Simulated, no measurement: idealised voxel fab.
Documented hereafter: the process module known as voxel trench capacitor.
Shown is cross-section cut, with a width of 185 nm and square cells of size 5 nm.
When this document writes out a cross-section, it uses a grid of square cells and lists it as bands, beginning at the top and moving down, with a band standing for one or more rows of cells.
Look at the band entry: it leads with the top's height and the bottom's height in nm. Then it lists the materials left to right, with a width in nm for each. The word "full width" on a single material says that material fills the band edge to edge. The word "empty" is empty space.
Height 0 is the level under which the wafer as received is all one material. The lowest band goes on downwards, as in "0 and below".
A width given as "30..40" starts at the first number in the band's top row and ends at the second number in its bottom row, shifting by an equal amount at every step from row to row.
Where a step carries "changes: none", the cross-section came out of it unchanged, cell for cell.
Closed voids list: empty space of 8 cells or more with no open way to the top, each as width x height at its distance from the left edge, in nm
Heads up: the bit after the settings on a step's line is the simulator's remark on that step.
"overlay nm" answers the question of how far to the right of plan the mask lay on a step that has a mask, and when it is negative the answer is to the left.
So here's the lineup of process steps we planned
1: RECEIVE, material Si
2: CONFORMAL_DEP, material SiN, thk nm 5
3: DIRECTIONAL_DEP, material aC, thk nm 15
4: PATTERN, tone open, mask id TRENCH, material resist, width nm 25, pitch nm 40, thk nm 35, overlay nm 0
5: DIRECTIONAL_ETCH, etch materials aC, depth nm 15
6: STRIP, etch materials resist
7: DIRECTIONAL_ETCH, etch materials SiN, depth nm 5
8: DIRECTIONAL_ETCH, etch materials Si, depth nm 30
9: STRIP, etch materials aC
10: CONFORMAL_DEP, material HfO2, thk nm 5
11: CONFORMAL_DEP, material TiN, thk nm 5
12: FILL_DEP, material W, thk nm 10
13: CMP, height nm 5
The first of a set of two wafers, run to plan
Incoming wafer in cross-section (state: after step 1)
* 0 and below  Si full width
* Closed voids list: none
Wafer section view after processing step 2
* 5 down to 0  SiN full width
* Beneath the level 0, the cross-section is identical to its previous state.
Wafer section view after processing step 3
* 20 down to 5  aC full width
* Beneath the level 5, the cross-section is identical to its previous state.
Wafer section view after processing step 4
* 55 down to 20  resist 40 / empty 25 / resist 15 / empty 25 / resist 15 / empty 25 / resist 40
* Beneath the level 20, the cross-section is identical to its previous state.
Wafer section view after processing step 5
* 40 down to 20  resist 40 / empty 25 / resist 15 / empty 25 / resist 15 / empty 25 / resist 40
* 20 down to 5  aC 40 / empty 25 / aC 15 / empty 25 / aC 15 / empty 25 / aC 40
* Beneath the level 5, the cross-section is identical to its previous state.
Wafer section view after processing step 6
* 20 down to 5  aC 40 / empty 25 / aC 15 / empty 25 / aC 15 / empty 25 / aC 40
* Beneath the level 5, the cross-section is identical to its previous state.
Wafer section view after processing step 7
* 20 down to 5  aC 40 / empty 25 / aC 15 / empty 25 / aC 15 / empty 25 / aC 40
* 5 down to 0  SiN 40 / empty 25 / SiN 15 / empty 25 / SiN 15 / empty 25 / SiN 40
* Beneath the level 0, the cross-section is identical to its previous state.
Wafer section view after processing step 8
* 20 down to 5  aC 40 / empty 25 / aC 15 / empty 25 / aC 15 / empty 25 / aC 40
* 5 down to 0  SiN 40 / empty 25 / SiN 15 / empty 25 / SiN 15 / empty 25 / SiN 40
* 0 down to -30  Si 40 / empty 25 / Si 15 / empty 25 / Si 15 / empty 25 / Si 40
* Beneath the level -30, the cross-section is identical to its previous state.
Wafer section view after processing step 9
* 5 down to 0  SiN 40 / empty 25 / SiN 15 / empty 25 / SiN 15 / empty 25 / SiN 40
* Beneath the level 0, the cross-section is identical to its previous state.
Wafer section view after processing step 10
* 10 down to 5  HfO2 45 / empty 15 / HfO2 25 / empty 15 / HfO2 25 / empty 15 / HfO2 45
* 5 down to 0  SiN 40 / HfO2 5 / empty 15 / HfO2 5 / SiN 15 / HfO2 5 / empty 15 / HfO2 5 / SiN 15 / HfO2 5 / empty 15 / HfO2 5 / SiN 40
* 0 down to -25  Si 40 / HfO2 5 / empty 15 / HfO2 5 / Si 15 / HfO2 5 / empty 15 / HfO2 5 / Si 15 / HfO2 5 / empty 15 / HfO2 5 / Si 40
* -25 down to -30  Si 40 / HfO2 25 / Si 15 / HfO2 25 / Si 15 / HfO2 25 / Si 40
* Beneath the level -30, the cross-section is identical to its previous state.
Wafer section view after processing step 11
* 15 down to 10  TiN 50 / empty 5 / TiN 35 / empty 5 / TiN 35 / empty 5 / TiN 50
* 10 down to 5  HfO2 45 / TiN 5 / empty 5 / TiN 5 / HfO2 25 / TiN 5 / empty 5 / TiN 5 / HfO2 25 / TiN 5 / empty 5 / TiN 5 / HfO2 45
* 5 down to 0  SiN 40 / HfO2 5 / TiN 5 / empty 5 / TiN 5 / HfO2 5 / SiN 15 / HfO2 5 / TiN 5 / empty 5 / TiN 5 / HfO2 5 / SiN 15 / HfO2 5 / TiN 5 / empty 5 / TiN 5 / HfO2 5 / SiN 40
* 0 down to -20  Si 40 / HfO2 5 / TiN 5 / empty 5 / TiN 5 / HfO2 5 / Si 15 / HfO2 5 / TiN 5 / empty 5 / TiN 5 / HfO2 5 / Si 15 / HfO2 5 / TiN 5 / empty 5 / TiN 5 / HfO2 5 / Si 40
* -20 down to -25  Si 40 / HfO2 5 / TiN 15 / HfO2 5 / Si 15 / HfO2 5 / TiN 15 / HfO2 5 / Si 15 / HfO2 5 / TiN 15 / HfO2 5 / Si 40
* Beneath the level -25, the cross-section is identical to its previous state.
Wafer section view after processing step 12
* 25 down to 15  W full width
* 15 down to 10  TiN 50 / W 5 / TiN 35 / W 5 / TiN 35 / W 5 / TiN 50
* 10 down to 5  HfO2 45 / TiN 5 / W 5 / TiN 5 / HfO2 25 / TiN 5 / W 5 / TiN 5 / HfO2 25 / TiN 5 / W 5 / TiN 5 / HfO2 45
* 5 down to 0  SiN 40 / HfO2 5 / TiN 5 / W 5 / TiN 5 / HfO2 5 / SiN 15 / HfO2 5 / TiN 5 / W 5 / TiN 5 / HfO2 5 / SiN 15 / HfO2 5 / TiN 5 / W 5 / TiN 5 / HfO2 5 / SiN 40
* 0 down to -20  Si 40 / HfO2 5 / TiN 5 / W 5 / TiN 5 / HfO2 5 / Si 15 / HfO2 5 / TiN 5 / W 5 / TiN 5 / HfO2 5 / Si 15 / HfO2 5 / TiN 5 / W 5 / TiN 5 / HfO2 5 / Si 40
* Beneath the level -20, the cross-section is identical to its previous state.
Wafer section view after processing step 13
* 5 down to 0  SiN 40 / HfO2 5 / TiN 5 / W 5 / TiN 5 / HfO2 5 / SiN 15 / HfO2 5 / TiN 5 / W 5 / TiN 5 / HfO2 5 / SiN 15 / HfO2 5 / TiN 5 / W 5 / TiN 5 / HfO2 5 / SiN 40
* Beneath the level 0, the cross-section is identical to its previous state.
Second Wafer (Identical Start and Plan, One Processing Error; Matches First Wafer Through Step 3)
The second wafer cut through, at the time step 4 was supposed to be finished
* 55 down to 20  empty 40 / resist 25 / empty 15 / resist 25 / empty 15 / resist 25 / empty 40
* Beneath the level 20, the cross-section is identical to its previous state.
The second wafer cut through, at the time step 5 was supposed to be finished
* 40 down to 20  empty 40 / resist 25 / empty 15 / resist 25 / empty 15 / resist 25 / empty 40
* 20 down to 5  empty 40 / aC 25 / empty 15 / aC 25 / empty 15 / aC 25 / empty 40
* Beneath the level 5, the cross-section is identical to its previous state.
The second wafer cut through, at the time step 6 was supposed to be finished
* 20 down to 5  empty 40 / aC 25 / empty 15 / aC 25 / empty 15 / aC 25 / empty 40
* Beneath the level 5, the cross-section is identical to its previous state.
The second wafer cut through, at the time step 7 was supposed to be finished
* 20 down to 5  empty 40 / aC 25 / empty 15 / aC 25 / empty 15 / aC 25 / empty 40
* 5 down to 0  empty 40 / SiN 25 / empty 15 / SiN 25 / empty 15 / SiN 25 / empty 40
* Beneath the level 0, the cross-section is identical to its previous state.
The second wafer cut through, at the time step 8 was supposed to be finished
* 20 down to 5  empty 40 / aC 25 / empty 15 / aC 25 / empty 15 / aC 25 / empty 40
* 5 down to 0  empty 40 / SiN 25 / empty 15 / SiN 25 / empty 15 / SiN 25 / empty 40
* 0 down to -30  empty 40 / Si 25 / empty 15 / Si 25 / empty 15 / Si 25 / empty 40
* Beneath the level -30, the cross-section is identical to its previous state.
The second wafer cut through, at the time step 9 was supposed to be finished
* 5 down to 0  empty 40 / SiN 25 / empty 15 / SiN 25 / empty 15 / SiN 25 / empty 40
* Beneath the level 0, the cross-section is identical to its previous state.
The second wafer cut through, at the time step 10 was supposed to be finished
* 10 down to 5  empty 35 / HfO2 35 / empty 5 / HfO2 35 / empty 5 / HfO2 35 / empty 35
* 5 down to 0  empty 35 / HfO2 5 / SiN 25 / HfO2 5 / empty 5 / HfO2 5 / SiN 25 / HfO2 5 / empty 5 / HfO2 5 / SiN 25 / HfO2 5 / empty 35
* 0 down to -25  empty 35 / HfO2 5 / Si 25 / HfO2 5 / empty 5 / HfO2 5 / Si 25 / HfO2 5 / empty 5 / HfO2 5 / Si 25 / HfO2 5 / empty 35
* -25 down to -30  HfO2 40 / Si 25 / HfO2 15 / Si 25 / HfO2 15 / Si 25 / HfO2 40
* Beneath the level -30, the cross-section is identical to its previous state.
The second wafer cut through, at the time step 11 was supposed to be finished
* 15 down to 10  empty 30 / TiN 125 / empty 30
* 10 down to 5  empty 30 / TiN 5 / HfO2 35 / TiN 5 / HfO2 35 / TiN 5 / HfO2 35 / TiN 5 / empty 30
* 5 down to 0  empty 30 / TiN 5 / HfO2 5 / SiN 25 / HfO2 5 / TiN 5 / HfO2 5 / SiN 25 / HfO2 5 / TiN 5 / HfO2 5 / SiN 25 / HfO2 5 / TiN 5 / empty 30
* 0 down to -20  empty 30 / TiN 5 / HfO2 5 / Si 25 / HfO2 5 / TiN 5 / HfO2 5 / Si 25 / HfO2 5 / TiN 5 / HfO2 5 / Si 25 / HfO2 5 / TiN 5 / empty 30
* -20 down to -25  TiN 35 / HfO2 5 / Si 25 / HfO2 5 / TiN 5 / HfO2 5 / Si 25 / HfO2 5 / TiN 5 / HfO2 5 / Si 25 / HfO2 5 / TiN 35
* Beneath the level -25, the cross-section is identical to its previous state.
The second wafer cut through, at the time step 12 was supposed to be finished
* 25 down to 15  W full width
* 15 down to 10  W 30 / TiN 125 / W 30
* 10 down to 5  W 30 / TiN 5 / HfO2 35 / TiN 5 / HfO2 35 / TiN 5 / HfO2 35 / TiN 5 / W 30
* 5 down to 0  W 30 / TiN 5 / HfO2 5 / SiN 25 / HfO2 5 / TiN 5 / HfO2 5 / SiN 25 / HfO2 5 / TiN 5 / HfO2 5 / SiN 25 / HfO2 5 / TiN 5 / W 30
* 0 down to -20  W 30 / TiN 5 / HfO2 5 / Si 25 / HfO2 5 / TiN 5 / HfO2 5 / Si 25 / HfO2 5 / TiN 5 / HfO2 5 / Si 25 / HfO2 5 / TiN 5 / W 30
* Beneath the level -20, the cross-section is identical to its previous state.
The second wafer cut through, at the time step 13 was supposed to be finished
* 5 down to 0  W 30 / TiN 5 / HfO2 5 / SiN 25 / HfO2 5 / TiN 5 / HfO2 5 / SiN 25 / HfO2 5 / TiN 5 / HfO2 5 / SiN 25 / HfO2 5 / TiN 5 / W 30
* Beneath the level 0, the cross-section is identical to its previous state.
What broke from the plan during processing? it should be noted that step 4 was executed with settings other than those planned, the operation and settings actually applied being PATTERN, tone cover, mask id TRENCH, material resist, width nm 25, pitch nm 40, thk nm 35, overlay nm 0
at the end the second wafer has, in cells: HfO2 +7; Si -42; SiN -7; TiN -3; W +45
